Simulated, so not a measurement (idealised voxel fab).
The name of this process module is voxel released beams.
Each square cell in cross-section cut measures 5 nm, and the section as a whole is 245 nm wide.
Notation: cross-section as square-cell grid; stated in bands, top first, going down; one or more cell rows per band.
Band entry format. Leading values: height of top, height of bottom, nm. Remainder: materials in left-to-right order, each with its width in nm. Special words: "full width" on a single material, which then fills the band edge to edge; "blank", empty space.
A quick word on heights: they are counted from 0, and under that level the wafer as it came to us is one material throughout. The lowest band is different from the rest in having no bottom; it simply continues downward, written as in "0 -> down".
A width given as "30->40" starts at the first number in the band's top row and ends at the second number in its bottom row, shifting by an equal amount at every step from row to row.
"remained unchanged" after a step means that no cell of the cross-section changed.
"Cavities, closed" contains a list of empty spaces, each no smaller than 8 cells and without an open way to the top, written in the form width x height at distance with the distance from the left edge and all three in nm.
Where a step's line continues beyond its settings, the continuation is a remark by the simulator itself on that step.
overlay nm: step with mask; distance mask lay right of planned place; negative value = left of planned place.
Process steps - plan
- 1: RECEIVE, material Si
- 2: CONFORMAL_DEP, material Al2O3, thk nm 5
- 3: DIRECTIONAL_DEP, material SiO2, thk nm 15
- 4: PATTERN, tone open, mask id ANCHOR, material resist, width nm 45, thk nm 15, overlay nm 0
- 5: DIRECTIONAL_ETCH, etch materials SiO2, depth nm 15
- 6: STRIP, etch materials resist
- 7: CONFORMAL_DEP, material W, thk nm 15
- 8: PATTERN, tone cover, mask id BEAM, material resist, width nm 105, thk nm 20, overlay nm 0
- 9: DIRECTIONAL_ETCH, etch materials W, depth nm 15
- 10: STRIP, etch materials resist
- 11: STRIP, etch materials SiO2
Cross-section of the wafer as it came to us, i.e., already through step 1
    0 -> down  Si full width
    Cavities, closed: none
first wafer at the end, as planned
    35 -> 20  blank 65 nm, then W 20 nm, then blank 15 nm, then W 70 nm, then blank 75 nm
    20 -> 5  blank 70 nm, then W 45 nm, then blank 130 nm
    5 -> 0  Al2O3 full width
    0 -> down  Si full width
    Cavities, closed: none
second wafer at the end: like start, like plan, one mistake
    40 -> 25  blank 65 nm, then W 25 nm, then blank 5 nm, then W 75 nm, then blank 75 nm
    25 -> 20  W full width
    20 -> 5  SiO2 70 nm, then W 45 nm, then SiO2 130 nm
    5 -> 0  Al2O3 full width
    0 -> down  Si full width
    Cavities, closed: none
Plan not followed: step 7 off recipe, ran as CONFORMAL_DEP, material W, thk nm 20
Heads up, by the end the second wafer has more or fewer cells of some materials compared to the first: 120 more of SiO2; 55 more of W
